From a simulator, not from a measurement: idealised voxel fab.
The following process module bears the name voxel air gaps.
Displayed cross-section: cut, width of 300 nm, square cells sized 5 nm.
Format of a cross-section: grid, square cells. Given as bands. Order: top down. Band: one or more rows of cells.
Heads up on the band format: heights come first, top then bottom, in nm. After that it's the materials left to right, each with its width in nm. A single material flagged "all across" fills the whole band edge to edge, and "blank" means there's empty space there.
Beneath 0, the wafer as received is one material, and that level is where height counting begins. The lowest band goes on downward without a bottom; it is written like "0 and below".
Width "30->40": first value at the band's top row of cells, second value at its bottom row, equal change from row to row.
It should be understood that the words "stayed the same", when stated for a given step, signify that the cross-section underwent no change in any of its cells during that step.
The entry titled "Enclosed empty spaces" provides the empty spaces that have no open way to the top, restricted to those of 8 cells or more. Each is presented as width x height at distance, the distance being measured from the left edge, with all three in nm.
It should be noted that, on the line of a given step, the content following the step's settings is a remark produced by the simulator itself with respect to that step.
What "overlay nm" on a step's line means: if the step has a mask, that mask lay this far to the right of its planned place, or, when the value is negative, to the left.
[Steps planned for the process]
1) RECEIVE: material Si
2) CONFORMAL_DEP: material SiO2, thk nm 10
3) CONFORMAL_DEP: material SiN, thk nm 5
4) DIRECTIONAL_DEP: material SiO2, thk nm 40
5) MASKED_ETCH: tone open, mask id LINES, width nm 20, pitch nm 45, etch materials SiO2, depth nm 40, overlay nm 0
6) CONFORMAL_DEP: material TiN, thk nm 5
7) FILL_DEP: material W, thk nm 10
8) CMP: height nm 55
9) EPI: material Ru, thk nm 10
10) SELECTIVE_ETCH: etch materials SiO2, depth nm 50
11) CONFORMAL_DEP: material SiN, thk nm 5
[First of the two wafers, run per plan]
[Wafer at receipt (post step 1), cross-section]
* 0 and below = Si all across
* Enclosed empty spaces: none
[State of the wafer after step 2, shown in cross-section]
* 10 down to 0 = SiO2 all across
* Nothing below the height 0 has changed.
[State of the wafer after step 3, shown in cross-section]
* 15 down to 10 = SiN all across
* Nothing below the height 10 has changed.
[State of the wafer after step 4, shown in cross-section]
* 55 down to 15 = SiO2 all across
* Nothing below the height 15 has changed.
[State of the wafer after step 5, shown in cross-section]
* 55 down to 15 = 70 of SiO2, 20 of blank, 25 of SiO2, 20 of blank, 25 of SiO2, 20 of blank, 25 of SiO2, 20 of blank, 75 of SiO2
* Nothing below the height 15 has changed.
[State of the wafer after step 6, shown in cross-section]
* 60 down to 55 = 75 of TiN, 10 of blank, 35 of TiN, 10 of blank, 35 of TiN, 10 of blank, 35 of TiN, 10 of blank, 80 of TiN
* 55 down to 20 = 70 of SiO2, 5 of TiN, 10 of blank, 5 of TiN, 25 of SiO2, 5 of TiN, 10 of blank, 5 of TiN, 25 of SiO2, 5 of TiN, 10 of blank, 5 of TiN, 25 of SiO2, 5 of TiN, 10 of blank, 5 of TiN, 75 of SiO2
* 20 down to 15 = 70 of SiO2, 20 of TiN, 25 of SiO2, 20 of TiN, 25 of SiO2, 20 of TiN, 25 of SiO2, 20 of TiN, 75 of SiO2
* Nothing below the height 15 has changed.
[State of the wafer after step 7, shown in cross-section]
* 70 down to 60 = W all across
* 60 down to 55 = 75 of TiN, 10 of W, 35 of TiN, 10 of W, 35 of TiN, 10 of W, 35 of TiN, 10 of W, 80 of TiN
* 55 down to 20 = 70 of SiO2, 5 of TiN, 10 of W, 5 of TiN, 25 of SiO2, 5 of TiN, 10 of W, 5 of TiN, 25 of SiO2, 5 of TiN, 10 of W, 5 of TiN, 25 of SiO2, 5 of TiN, 10 of W, 5 of TiN, 75 of SiO2
* Nothing below the height 20 has changed.
[State of the wafer after step 8, shown in cross-section]
* 55 down to 20 = 70 of SiO2, 5 of TiN, 10 of W, 5 of TiN, 25 of SiO2, 5 of TiN, 10 of W, 5 of TiN, 25 of SiO2, 5 of TiN, 10 of W, 5 of TiN, 25 of SiO2, 5 of TiN, 10 of W, 5 of TiN, 75 of SiO2
* Nothing below the height 20 has changed.
[State of the wafer after step 9, shown in cross-section]
* 65 down to 55 = 60 of blank, 40 of Ru, 5 of blank, 40 of Ru, 5 of blank, 40 of Ru, 5 of blank, 40 of Ru, 65 of blank
* Nothing below the height 55 has changed.
[State of the wafer after step 10, shown in cross-section]
* 65 down to 55 = 60 of blank, 40 of Ru, 5 of blank, 40 of Ru, 5 of blank, 40 of Ru, 5 of blank, 40 of Ru, 65 of blank
* 55 down to 20 = 70 of blank, 5 of TiN, 10 of W, 5 of TiN, 25 of blank, 5 of TiN, 10 of W, 5 of TiN, 25 of blank, 5 of TiN, 10 of W, 5 of TiN, 25 of blank, 5 of TiN, 10 of W, 5 of TiN, 75 of blank
* 20 down to 15 = 70 of blank, 20 of TiN, 25 of blank, 20 of TiN, 25 of blank, 20 of TiN, 25 of blank, 20 of TiN, 75 of blank
* Nothing below the height 15 has changed.
[State of the wafer after step 11, shown in cross-section]
* 70 down to 65 = 55 of blank, 185 of SiN, 60 of blank
* 65 down to 55 = 55 of blank, 5 of SiN, 40 of Ru, 5 of SiN, 40 of Ru, 5 of SiN, 40 of Ru, 5 of SiN, 40 of Ru, 5 of SiN, 60 of blank
* 55 down to 50 = 55 of blank, 15 of SiN, 5 of TiN, 10 of W, 5 of TiN, 25 of SiN, 5 of TiN, 10 of W, 5 of TiN, 25 of SiN, 5 of TiN, 10 of W, 5 of TiN, 25 of SiN, 5 of TiN, 10 of W, 5 of TiN, 15 of SiN, 60 of blank
* 50 down to 20 = 65 of blank, 5 of SiN, 5 of TiN, 10 of W, 5 of TiN, 5 of SiN, 15 of blank, 5 of SiN, 5 of TiN, 10 of W, 5 of TiN, 5 of SiN, 15 of blank, 5 of SiN, 5 of TiN, 10 of W, 5 of TiN, 5 of SiN, 15 of blank, 5 of SiN, 5 of TiN, 10 of W, 5 of TiN, 5 of SiN, 70 of blank
* 20 down to 15 = 70 of SiN, 20 of TiN, 25 of SiN, 20 of TiN, 25 of SiN, 20 of TiN, 25 of SiN, 20 of TiN, 75 of SiN
* Nothing below the height 15 has changed.
* Enclosed empty spaces: 15 x 30 at 95; 15 x 30 at 140; 15 x 30 at 185
[For the second wafer, take the first wafer's start and plan, then add one mistake made in running it; everything through step 10, that step included, is shared with the first]
[Second wafer shown in cross-section at the time step 11 was slated to end]
* 70 down to 65 = 55 of blank, 185 of TiN, 60 of blank
* 65 down to 55 = 55 of blank, 5 of TiN, 40 of Ru, 5 of TiN, 40 of Ru, 5 of TiN, 40 of Ru, 5 of TiN, 40 of Ru, 5 of TiN, 60 of blank
* 55 down to 50 = 55 of blank, 20 of TiN, 10 of W, 35 of TiN, 10 of W, 35 of TiN, 10 of W, 35 of TiN, 10 of W, 20 of TiN, 60 of blank
* 50 down to 20 = 65 of blank, 10 of TiN, 10 of W, 10 of TiN, 15 of blank, 10 of TiN, 10 of W, 10 of TiN, 15 of blank, 10 of TiN, 10 of W, 10 of TiN, 15 of blank, 10 of TiN, 10 of W, 10 of TiN, 70 of blank
* 20 down to 15 = TiN all across
* Nothing below the height 15 has changed.
* Enclosed empty spaces: 15 x 30 at 95; 15 x 30 at 140; 15 x 30 at 185
Nonconformance to the process plan: planned and actual differ for step 11; actual: CONFORMAL_DEP: material TiN, thk nm 5
The final cell counts differ between the wafers, with the second having more or fewer of some materials than the first: 160 fewer of SiN, 160 more of TiN
